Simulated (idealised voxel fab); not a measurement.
Process module in this document: voxel self aligned vias
Section cut is 165 nm wide and gridded with 5 nm square cells.
In this document a cross-section is written as a grid of square cells. It is given as a series of bands, listed from the top down, and a band is one or more rows of cells.
Each band's line starts with the height of the band's top and of its bottom, in nm. Then come its materials from left to right, each with its width in nm. One material with "throughout" fills the band from edge to edge. "blank" is empty space.
All heights in this document are referenced to 0, defined as the level beneath which the wafer, as received, consists entirely of one material. The lowest band is not bounded below; it extends indefinitely downward and is written in the form "z 0 and below".
Note: "30->40" means the width goes from the first number (top row of the band) to the second number (bottom row) in equal steps per row of cells.
Key: "stayed the same" - step with no changed cell in the cross-section.
Under "Enclosed internal voids" you'll find the enclosed gaps, the ones with no way out to the top, that are 8 cells or bigger; each reads width x height at distance, with distance counted from the left edge, everything in nm.
That trailing text on a step's line, after the settings, is the simulator's own remark on the step.
What "overlay nm" on a step's line means: if the step has a mask, that mask lay this far to the right of its planned place, or, when the value is negative, to the left.

Here's what the planned process steps look like
step 1: RECEIVE [material Si]
step 2: CONFORMAL_DEP [material SiO2] [thk nm 15]
step 3: CONFORMAL_DEP [material SiCN] [thk nm 5]
step 4: DIRECTIONAL_DEP [material SiO2] [thk nm 20]
step 5: MASKED_ETCH [tone open] [mask id LINES] [width nm 15] [pitch nm 55] [etch materials SiO2] [depth nm 20] [overlay nm 0]
step 6: CONFORMAL_DEP [material TiN] [thk nm 5]
step 7: FILL_DEP [material Ru] [thk nm 5]
step 8: CMP [height nm 40]
step 9: SELECTIVE_ETCH [etch materials W Ru TiN] [depth nm 5]
step 10: FILL_DEP [material SiN] [thk nm 10]
step 11: CMP [height nm 40]
step 12: DIRECTIONAL_DEP [material SiO2] [thk nm 20]
step 13: DIRECTIONAL_DEP [material aC] [thk nm 10]
step 14: PATTERN [tone open] [mask id VIAS] [material resist] [width nm 30] [thk nm 30] [overlay nm 0]
step 15: DIRECTIONAL_ETCH [etch materials aC] [depth nm 10]
step 16: STRIP [etch materials resist]
step 17: DIRECTIONAL_ETCH [etch materials SiO2] [depth nm 20]
step 18: DIRECTIONAL_ETCH [etch materials SiN] [depth nm 5]
step 19: STRIP [etch materials aC]
step 20: CONFORMAL_DEP [material TiN] [thk nm 5]
step 21: FILL_DEP [material Cu] [thk nm 5]
step 22: CMP [height nm 60]
step 23: CONFORMAL_DEP [material SiCN] [thk nm 5]
The plan shows the width nm of step 5 as the first wafer had it; this setting differs between the wafers, which start out alike.

Cross-section of the first of several wafers on receipt, reflecting completion of step 1
* z 0 and below | Si throughout
* Enclosed internal voids: none

Cross-sectional representation of the first of several wafers at the end of the module, i.e. after its terminal step, step 23
* z 65 to 60 | SiCN throughout
* z 60 to 45 | 40 SiO2, then 5 TiN, then 20 Cu, then 5 TiN, then 95 SiO2
* z 45 to 40 | 40 SiO2, then 15 TiN, then 5 Cu, then 10 TiN, then 95 SiO2
* z 40 to 35 | 50 SiO2, then 15 TiN, then 40 SiO2, then 15 SiN, then 45 SiO2
* z 35 to 25 | 50 SiO2, then 5 TiN, then 5 Ru, then 5 TiN, then 40 SiO2, then 5 TiN, then 5 Ru, then 5 TiN, then 45 SiO2
* z 25 to 20 | 50 SiO2, then 15 TiN, then 40 SiO2, then 15 TiN, then 45 SiO2
* z 20 to 15 | SiCN throughout
* z 15 to 0 | SiO2 throughout
* z 0 and below | Si throughout
* Enclosed internal voids: none

Cross-section, module end, final of several wafers
* z 65 to 60 | SiCN throughout
* z 60 to 40 | 40 SiO2, then 5 TiN, then 20 Cu, then 5 TiN, then 95 SiO2
* z 40 to 35 | 40 SiO2, then 30 TiN, then 5 SiN, then 20 SiO2, then 35 SiN, then 35 SiO2
* z 35 to 25 | 40 SiO2, then 5 TiN, then 25 Ru, then 5 TiN, then 20 SiO2, then 5 TiN, then 25 Ru, then 5 TiN, then 35 SiO2
* z 25 to 20 | 40 SiO2, then 35 TiN, then 20 SiO2, then 35 TiN, then 35 SiO2
* z 20 to 15 | SiCN throughout
* z 15 to 0 | SiO2 throughout
* z 0 and below | Si throughout
* Enclosed internal voids: none

Every row in this table is a wafer at the end of the module, and it gives, for each of the materials, the cells that wafer has gained (+) or lost (-) since it was received, then its closed voids
width nm 15, +13 Cu, +4 Ru, +66 SiCN, +3 SiN, +315 SiO2, +28 TiN, Enclosed internal voids: none
width nm 20, +14 Cu, +8 Ru, +66 SiCN, +4 SiN, +307 SiO2, +30 TiN, Enclosed internal voids: none
width nm 25, +15 Cu, +12 Ru, +66 SiCN, +5 SiN, +299 SiO2, +32 TiN, Enclosed internal voids: none
width nm 30, +16 Cu, +16 Ru, +66 SiCN, +6 SiN, +291 SiO2, +34 TiN, Enclosed internal voids: none
width nm 35, +16 Cu, +20 Ru, +66 SiCN, +8 SiN, +283 SiO2, +36 TiN, Enclosed internal voids: none
